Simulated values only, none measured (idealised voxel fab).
Process module under the name voxel tone inversion
The cross-section on display is named cut; it measures 190 nm wide, and its cells are 5 nm squares.
Format of a cross-section: grid, square cells. Given as bands. Order: top down. Band: one or more rows of cells. Look at the band entry: it leads with the top's height and the bottom's height in nm. Then it lists the materials left to right, with a width in nm for each. The word "everywhere" on a single material says that material fills the band edge to edge. The word "blank" is empty space. Below 0: as-received wafer, all one material; heights counted from there. Lowest band: no bottom, goes on down, written "0 and below". It should be noted that a width expressed as "30 to 40" varies in equal increments from row to row of cells within the band, taking the value of the first number at the top row and that of the second number at the bottom row. "all unchanged" after a step means that no cell of the cross-section changed. The list in "Non-vented voids" covers empty spaces of 8 cells or more that cannot reach the top through any open way, and it gives each as width x height at distance; the distance is from the left edge, and width, height and distance are in nm. If you see something after the settings on a step's line, that's the simulator's own remark about that step. Among the settings permitted on a step's line is "overlay nm"; applied to a step with a mask, it specifies the extent to which the mask lay to the right of its planned position, whereas a negative figure signifies a position to the left.
-- This section lists the process steps that were planned
step 1: RECEIVE [material Si]
step 2: CONFORMAL_DEP [material SiN] [thk nm 5]
step 3: DIRECTIONAL_DEP [material polySi] [thk nm 15]
step 4: PATTERN [tone cover] [mask id POSTS] [material resist] [width nm 15] [pitch nm 45] [thk nm 25] [overlay nm 0]
step 5: DIRECTIONAL_ETCH [etch materials polySi] [depth nm 15]
step 6: STRIP [etch materials resist]
step 7: FILL_DEP [material SiO2] [thk nm 5]
step 8: CMP [height nm 20]
step 9: STRIP [etch materials polySi]
-- Cross-section of the wafer upon arrival, representing the state reached after step 1
	0 and below  Si everywhere
	Non-vented voids: none
-- First of two wafers: cross-section at end of module, run per plan
	20 down to 5  SiO2 (40) | blank (15) | SiO2 (30) | blank (15) | SiO2 (30) | blank (15) | SiO2 (45)
	5 down to 0  SiN everywhere
	0 and below  Si everywhere
	Non-vented voids: none
-- Cross-section, second wafer: same start as the first, same plan as the first, one mistake in running it; taken at the end of the module
	20 down to 15  SiO2 (40) | blank (15) | SiO2 (30) | blank (15) | SiO2 (30) | blank (15) | SiO2 (45)
	15 down to 0  SiN everywhere
	0 and below  Si everywhere
	Non-vented voids: none
Finding, execution versus plan: step 2 ran as: CONFORMAL_DEP [material SiN] [thk nm 15]
At the finish, the second wafer shows more or fewer cells for some materials than the first does: 76 more of SiN; 58 fewer of SiO2
